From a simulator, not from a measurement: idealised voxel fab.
Documented hereafter: the process module known as voxel lift off.
In the cross-section labelled cut, the width is 215 nm and each square cell is 5 nm.
This document writes a cross-section as a grid whose cells are square, and gives it as bands, listed from the top down; one or more rows of cells form a band. First you get the band's top height and its bottom height, in nm, and then the materials it's made of, left to right, with each width in nm. If you see a single material with "full width", that one covers the band edge to edge. "air" is empty space. Height 0 is the level under which the wafer as received is all one material. The lowest band goes on downwards, as in "0 down". The width entry "30->40" should be interpreted row by row: the top row of cells in the band takes the first number, the bottom row takes the second number, and the change between adjacent rows is uniform throughout. What does "no change" mean for a step? It means no cell of the cross-section changed in that step. "Enclosed voids" - sealed voids, min. 8 cells, no opening to top; format: width x height at distance (distance from left edge; nm throughout). Text after the settings on a step's line: the simulator's own remark on that step. overlay nm: mask right of planned place by this much (step with mask). Neg. = left.

# Planned process steps
1 RECEIVE: material Si
2 CONFORMAL_DEP: material Al2O3, thk nm 10
3 PATTERN: tone open, mask id LINES, material resist, width nm 25, pitch nm 45, thk nm 25, overlay nm 0
4 DIRECTIONAL_DEP: material Ru, thk nm 15
5 STRIP: etch materials resist
6 CONFORMAL_DEP: material SiCN, thk nm 5

# Step 1 complete: cross-section of the wafer as received
- 0 down  Si full width
- Enclosed voids: none

# The following cross-section depicts the wafer upon conclusion of the module. Processing commenced from the starting condition illustrated above and adhered to the plan illustrated above, save for one mistake in execution
- 30 to 25  air 30 nm, SiCN 35 nm, air 10 nm, SiCN 35 nm, air 10 nm, SiCN 35 nm, air 10 nm, SiCN 35 nm, air 15 nm
- 25 to 15  air 30 nm, SiCN 5 nm, Ru 25 nm, SiCN 5 nm, air 10 nm, SiCN 5 nm, Ru 25 nm, SiCN 5 nm, air 10 nm, SiCN 5 nm, Ru 25 nm, SiCN 5 nm, air 10 nm, SiCN 5 nm, Ru 25 nm, SiCN 5 nm, air 15 nm
- 15 to 10  SiCN 35 nm, Ru 25 nm, SiCN 20 nm, Ru 25 nm, SiCN 20 nm, Ru 25 nm, SiCN 20 nm, Ru 25 nm, SiCN 20 nm
- 10 to 0  Al2O3 full width
- 0 down  Si full width
- Enclosed voids: none
Misprocessing identified: step 3 ran differently from the plan; actual operation with settings: PATTERN: tone open, mask id LINES, material resist, width nm 25, pitch nm 45, thk nm 25, overlay nm 10
